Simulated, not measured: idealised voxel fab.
You're looking at the process module voxel ribs on slabs.
Square cell edge 5 nm, section width 265 nm, ID cut.
Bands, listed from the top down, are how a cross-section gets written in this document; the cross-section itself is a grid of square cells, and a band is one or more rows of them.
It is stipulated that each band's entry specify, in nanometres, the height of the top of the band and then that of its bottom, followed by the materials of the band in left-to-right sequence, each together with its width in nanometres. A single material marked by the word "all across" is understood to fill the band from edge to edge; the word "empty" is understood to denote empty space.
Heights are expressed relative to 0, this being the level below which the as-received wafer comprises one material exclusively. The lowest band is unbounded in the downward direction and is denoted as in "0 -> down".
The width entry "30->40" should be interpreted row by row: the top row of cells in the band takes the first number, the bottom row takes the second number, and the change between adjacent rows is uniform throughout.
The cross-section has no changed cell in any step marked "everything unchanged".
The entry titled "Cavities, sealed" provides the empty spaces that have no open way to the top, restricted to those of 8 cells or more. Each is presented as width x height at distance, the distance being measured from the left edge, with all three in nm.
Step line, after settings: the simulator's comment on this step.
overlay nm: right-of-plan distance of the mask on a masked step; negative values mean left-of-plan.

PLAN
1. RECEIVE (material Si)
2. DIRECTIONAL_DEP (material SiO2; thk nm 30)
3. DIRECTIONAL_DEP (material SiN; thk nm 20)
4. PATTERN (tone cover; mask id RIB; material resist; width nm 25; thk nm 15; overlay nm 0)
5. DIRECTIONAL_ETCH (etch materials SiN; depth nm 5)
6. STRIP (etch materials resist)
7. PATTERN (tone cover; mask id SLAB; material resist; width nm 85; thk nm 15; overlay nm 0)
8. DIRECTIONAL_ETCH (etch materials SiN; depth nm 15)
9. STRIP (etch materials resist)
10. FILL_DEP (material SiO2; thk nm 20)
11. CMP (height nm 60)
12. DIRECTIONAL_DEP (material W; thk nm 5)
13. DIRECTIONAL_DEP (material aC; thk nm 15)
14. PATTERN (tone cover; mask id HEATER; material resist; width nm 35; thk nm 30; overlay nm 0)
15. DIRECTIONAL_ETCH (etch materials aC; depth nm 15)
16. STRIP (etch materials resist)
17. DIRECTIONAL_ETCH (etch materials W; depth nm 5)
18. STRIP (etch materials aC)
19. CONFORMAL_DEP (material SiN; thk nm 10)

ACCOUNT OF THE FIRST OF TWO WAFERS, WHICH WAS PROCESSED AS INTENDED

CROSS-SECTIONAL VIEW OF THE WAFER IN ITS AS-RECEIVED CONDITION, CORRESPONDING TO THE STATE AFTER STEP 1
    0 -> down: Si all across
    Cavities, sealed: none

THE WAFER, SEEN IN CROSS-SECTION, AFTER STEP 2
    30 -> 0: SiO2 all across
    Rest of section, below 0: as before.

THE WAFER, SEEN IN CROSS-SECTION, AFTER STEP 3
    50 -> 30: SiN all across
    Rest of section, below 30: as before.

THE WAFER, SEEN IN CROSS-SECTION, AFTER STEP 4
    65 -> 50: empty=120  resist=25  empty=120
    Rest of section, below 50: as before.

THE WAFER, SEEN IN CROSS-SECTION, AFTER STEP 5
    65 -> 50: empty=120  resist=25  empty=120
    50 -> 45: empty=120  SiN=25  empty=120
    Rest of section, below 45: as before.

THE WAFER, SEEN IN CROSS-SECTION, AFTER STEP 6
    50 -> 45: empty=120  SiN=25  empty=120
    Rest of section, below 45: as before.

THE WAFER, SEEN IN CROSS-SECTION, AFTER STEP 7
    65 -> 50: empty=90  resist=85  empty=90
    50 -> 45: empty=90  resist=30  SiN=25  resist=30  empty=90
    Rest of section, below 45: as before.

THE WAFER, SEEN IN CROSS-SECTION, AFTER STEP 8
    65 -> 50: empty=90  resist=85  empty=90
    50 -> 45: empty=90  resist=30  SiN=25  resist=30  empty=90
    45 -> 30: empty=90  SiN=85  empty=90
    Rest of section, below 30: as before.

THE WAFER, SEEN IN CROSS-SECTION, AFTER STEP 9
    50 -> 45: empty=120  SiN=25  empty=120
    Rest of section, below 45: as before.

THE WAFER, SEEN IN CROSS-SECTION, AFTER STEP 10
    70 -> 50: SiO2 all across
    50 -> 45: SiO2=120  SiN=25  SiO2=120
    45 -> 30: SiO2=90  SiN=85  SiO2=90
    Rest of section, below 30: as before.

THE WAFER, SEEN IN CROSS-SECTION, AFTER STEP 11
    60 -> 50: SiO2 all across
    Rest of section, below 50: as before.

THE WAFER, SEEN IN CROSS-SECTION, AFTER STEP 12
    65 -> 60: W all across
    Rest of section, below 60: as before.

THE WAFER, SEEN IN CROSS-SECTION, AFTER STEP 13
    80 -> 65: aC all across
    Rest of section, below 65: as before.

THE WAFER, SEEN IN CROSS-SECTION, AFTER STEP 14
    110 -> 80: empty=115  resist=35  empty=115
    Rest of section, below 80: as before.

THE WAFER, SEEN IN CROSS-SECTION, AFTER STEP 15
    95 -> 80: empty=115  resist=35  empty=115
    80 -> 65: empty=115  aC=35  empty=115
    Rest of section, below 65: as before.

THE WAFER, SEEN IN CROSS-SECTION, AFTER STEP 16
    80 -> 65: empty=115  aC=35  empty=115
    Rest of section, below 65: as before.

THE WAFER, SEEN IN CROSS-SECTION, AFTER STEP 17
    80 -> 65: empty=115  aC=35  empty=115
    65 -> 60: empty=115  W=35  empty=115
    Rest of section, below 60: as before.

THE WAFER, SEEN IN CROSS-SECTION, AFTER STEP 18
    65 -> 60: empty=115  W=35  empty=115
    Rest of section, below 60: as before.

THE WAFER, SEEN IN CROSS-SECTION, AFTER STEP 19
    75 -> 70: empty=105  SiN=55  empty=105
    70 -> 65: SiN all across
    65 -> 60: SiN=115  W=35  SiN=115
    Rest of section, below 60: as before.

NOW THE OTHER WAFER: SAME START, SAME RECIPE, BUT WE MESSED UP ONE THING WHEN RUNNING IT. UP TO AND INCLUDING STEP 2 IT'S THE SAME AS THE FIRST ONE

SECOND WAFER, SECTION VIEW, TIME POINT: SCHEDULED END OF STEP 3
    70 -> 30: SiN all across
    Rest of section, below 30: as before.

SECOND WAFER, SECTION VIEW, TIME POINT: SCHEDULED END OF STEP 4
    85 -> 70: empty=120  resist=25  empty=120
    Rest of section, below 70: as before.

SECOND WAFER, SECTION VIEW, TIME POINT: SCHEDULED END OF STEP 5
    85 -> 70: empty=120  resist=25  empty=120
    70 -> 65: empty=120  SiN=25  empty=120
    Rest of section, below 65: as before.

SECOND WAFER, SECTION VIEW, TIME POINT: SCHEDULED END OF STEP 6
    70 -> 65: empty=120  SiN=25  empty=120
    Rest of section, below 65: as before.

SECOND WAFER, SECTION VIEW, TIME POINT: SCHEDULED END OF STEP 7
    85 -> 70: empty=90  resist=85  empty=90
    70 -> 65: empty=90  resist=30  SiN=25  resist=30  empty=90
    Rest of section, below 65: as before.

SECOND WAFER, SECTION VIEW, TIME POINT: SCHEDULED END OF STEP 8
    85 -> 70: empty=90  resist=85  empty=90
    70 -> 65: empty=90  resist=30  SiN=25  resist=30  empty=90
    65 -> 50: empty=90  SiN=85  empty=90
    Rest of section, below 50: as before.

SECOND WAFER, SECTION VIEW, TIME POINT: SCHEDULED END OF STEP 9
    70 -> 65: empty=120  SiN=25  empty=120
    Rest of section, below 65: as before.

SECOND WAFER, SECTION VIEW, TIME POINT: SCHEDULED END OF STEP 10
    90 -> 70: SiO2 all across
    70 -> 65: SiO2=120  SiN=25  SiO2=120
    65 -> 50: SiO2=90  SiN=85  SiO2=90
    Rest of section, below 50: as before.

SECOND WAFER, SECTION VIEW, TIME POINT: SCHEDULED END OF STEP 11
    60 -> 50: SiO2=90  SiN=85  SiO2=90
    Rest of section, below 50: as before.

SECOND WAFER, SECTION VIEW, TIME POINT: SCHEDULED END OF STEP 12
    65 -> 60: W all across
    Rest of section, below 60: as before.

SECOND WAFER, SECTION VIEW, TIME POINT: SCHEDULED END OF STEP 13
    80 -> 65: aC all across
    Rest of section, below 65: as before.

SECOND WAFER, SECTION VIEW, TIME POINT: SCHEDULED END OF STEP 14
    110 -> 80: empty=115  resist=35  empty=115
    Rest of section, below 80: as before.

SECOND WAFER, SECTION VIEW, TIME POINT: SCHEDULED END OF STEP 15
    95 -> 80: empty=115  resist=35  empty=115
    80 -> 65: empty=115  aC=35  empty=115
    Rest of section, below 65: as before.

SECOND WAFER, SECTION VIEW, TIME POINT: SCHEDULED END OF STEP 16
    80 -> 65: empty=115  aC=35  empty=115
    Rest of section, below 65: as before.

SECOND WAFER, SECTION VIEW, TIME POINT: SCHEDULED END OF STEP 17
    80 -> 65: empty=115  aC=35  empty=115
    65 -> 60: empty=115  W=35  empty=115
    Rest of section, below 60: as before.

SECOND WAFER, SECTION VIEW, TIME POINT: SCHEDULED END OF STEP 18
    65 -> 60: empty=115  W=35  empty=115
    Rest of section, below 60: as before.

SECOND WAFER, SECTION VIEW, TIME POINT: SCHEDULED END OF STEP 19
    75 -> 70: empty=105  SiN=55  empty=105
    70 -> 65: SiN all across
    65 -> 60: SiN=115  W=35  SiN=115
    Rest of section, below 60: as before.
Error vs. plan: heads up, step 3 of the plan got done twice
Count the cells at the end and the second wafer has more or fewer of some materials than the first: SiN +190, SiO2 -190
